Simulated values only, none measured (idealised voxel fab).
This is a process module. Its name is voxel released beams.
Displayed cross-section: cut, width of 260 nm, square cells sized 5 nm.
Cross-section format: a grid of square cells, given as bands from top to bottom; each band is one or more rows of cells.
Top, bottom (nm), then materials left to right with widths (nm); lone material tagged "edge to edge" fills the whole band edge to edge; "blank" = empty space.
It should be noted that heights are counted from 0, beneath which the wafer as supplied is of one material throughout, and that the lowest band possesses no lower boundary but continues downward, as written in "0..down".
A width such as "30->40" changes by the same amount from each row of cells to the next, from the band's top row to its bottom row.
"no modifications" -> step changed no cross-section cell.
For the entry "Closed void entries", the listed items are empty spaces with no open way to the top whose size is 8 cells or more; each item follows the pattern width x height at distance, where distance is from the left edge and all three are in nm.
It should be noted that, on the line of a given step, the content following the step's settings is a remark produced by the simulator itself with respect to that step.
"overlay nm" answers the question of how far to the right of plan the mask lay on a step that has a mask, and when it is negative the answer is to the left.
The process steps that were planned are listed below:
1. RECEIVE | material Si
2. CONFORMAL_DEP | material SiN | thk nm 10
3. DIRECTIONAL_DEP | material SiO2 | thk nm 20
4. PATTERN | tone open | mask id ANCHOR | material resist | width nm 45 | thk nm 15 | overlay nm 0
5. DIRECTIONAL_ETCH | etch materials SiO2 | depth nm 20
6. STRIP | etch materials resist
7. CONFORMAL_DEP | material polySi | thk nm 15
8. DIRECTIONAL_DEP | material aC | thk nm 10
9. PATTERN | tone cover | mask id BEAM | material resist | width nm 95 | thk nm 25 | overlay nm 0
10. DIRECTIONAL_ETCH | etch materials aC | depth nm 10
11. STRIP | etch materials resist
12. DIRECTIONAL_ETCH | etch materials polySi | depth nm 15
13. STRIP | etch materials aC
14. STRIP | etch materials SiO2
The first wafer of two, processed as planned:
So this is the incoming wafer in cross-section - it's already been through step 1:
0..down  Si edge to edge
Closed void entries: none
Cross-sectional representation of the wafer at the conclusion of step 2:
10..0  SiN edge to edge
Anything lower than 0 is untouched.
Cross-sectional representation of the wafer at the conclusion of step 3:
30..10  SiO2 edge to edge
Anything lower than 10 is untouched.
Cross-sectional representation of the wafer at the conclusion of step 4:
45..30  85 resist | 45 blank | 130 resist
Anything lower than 30 is untouched.
Cross-sectional representation of the wafer at the conclusion of step 5:
45..30  85 resist | 45 blank | 130 resist
30..10  85 SiO2 | 45 blank | 130 SiO2
Anything lower than 10 is untouched.
Cross-sectional representation of the wafer at the conclusion of step 6:
30..10  85 SiO2 | 45 blank | 130 SiO2
Anything lower than 10 is untouched.
Cross-sectional representation of the wafer at the conclusion of step 7:
45..30  100 polySi | 15 blank | 145 polySi
30..25  85 SiO2 | 15 polySi | 15 blank | 15 polySi | 130 SiO2
25..10  85 SiO2 | 45 polySi | 130 SiO2
Anything lower than 10 is untouched.
Cross-sectional representation of the wafer at the conclusion of step 8:
55..45  100 aC | 15 blank | 145 aC
45..35  100 polySi | 15 blank | 145 polySi
35..30  100 polySi | 15 aC | 145 polySi
30..25  85 SiO2 | 15 polySi | 15 aC | 15 polySi | 130 SiO2
Anything lower than 25 is untouched.
Cross-sectional representation of the wafer at the conclusion of step 9:
80..55  80 blank | 95 resist | 85 blank
55..45  100 aC | 15 resist | 145 aC
45..35  100 polySi | 15 resist | 145 polySi
Anything lower than 35 is untouched.
Cross-sectional representation of the wafer at the conclusion of step 10:
70..55  80 blank | 95 resist | 85 blank
55..45  80 blank | 20 aC | 15 resist | 60 aC | 85 blank
Anything lower than 45 is untouched.
Cross-sectional representation of the wafer at the conclusion of step 11:
55..45  80 blank | 20 aC | 15 blank | 60 aC | 85 blank
45..35  100 polySi | 15 blank | 145 polySi
Anything lower than 35 is untouched.
Cross-sectional representation of the wafer at the conclusion of step 12:
55..45  80 blank | 20 aC | 15 blank | 60 aC | 85 blank
45..35  80 blank | 20 polySi | 15 blank | 60 polySi | 85 blank
35..30  80 blank | 20 polySi | 15 aC | 60 polySi | 85 blank
Anything lower than 30 is untouched.
Cross-sectional representation of the wafer at the conclusion of step 13:
45..30  80 blank | 20 polySi | 15 blank | 60 polySi | 85 blank
30..25  85 SiO2 | 15 polySi | 15 blank | 15 polySi | 130 SiO2
Anything lower than 25 is untouched.
Cross-sectional representation of the wafer at the conclusion of step 14:
45..30  80 blank | 20 polySi | 15 blank | 60 polySi | 85 blank
30..25  85 blank | 15 polySi | 15 blank | 15 polySi | 130 blank
25..10  85 blank | 45 polySi | 130 blank
Anything lower than 10 is untouched.
Companion wafer, the second of two: same beginning, same intended sequence, one mistake in carrying it out; through step 1 inclusive it tracks the first exactly:
Cross-section: second wafer, time at which step 2 was scheduled to end:
20..0  SiO2 edge to edge
Anything lower than 0 is untouched.
Cross-section: second wafer, time at which step 3 was scheduled to end:
30..20  SiN edge to edge
Anything lower than 20 is untouched.
Cross-section: second wafer, time at which step 4 was scheduled to end:
45..30  85 resist | 45 blank | 130 resist
Anything lower than 30 is untouched.
Cross-section: second wafer, time at which step 5 was scheduled to end: no modifications
Cross-section: second wafer, time at which step 6 was scheduled to end:
30..20  SiN edge to edge
Anything lower than 20 is untouched.
Cross-section: second wafer, time at which step 7 was scheduled to end:
45..30  polySi edge to edge
Anything lower than 30 is untouched.
Cross-section: second wafer, time at which step 8 was scheduled to end:
55..45  aC edge to edge
Anything lower than 45 is untouched.
Cross-section: second wafer, time at which step 9 was scheduled to end:
80..55  80 blank | 95 resist | 85 blank
Anything lower than 55 is untouched.
Cross-section: second wafer, time at which step 10 was scheduled to end:
70..55  80 blank | 95 resist | 85 blank
55..45  80 blank | 95 aC | 85 blank
Anything lower than 45 is untouched.
Cross-section: second wafer, time at which step 11 was scheduled to end:
55..45  80 blank | 95 aC | 85 blank
Anything lower than 45 is untouched.
Cross-section: second wafer, time at which step 12 was scheduled to end:
55..45  80 blank | 95 aC | 85 blank
45..30  80 blank | 95 polySi | 85 blank
Anything lower than 30 is untouched.
Cross-section: second wafer, time at which step 13 was scheduled to end:
45..30  80 blank | 95 polySi | 85 blank
Anything lower than 30 is untouched.
Cross-section: second wafer, time at which step 14 was scheduled to end: no modifications
Diagnosis: the intended sequence of steps 2 and 3 was reversed during processing, with each occupying the position of the other
The final cell counts differ between the wafers, with the second having more or fewer of some materials than the first: SiO2: 208 more, polySi: 24 fewer
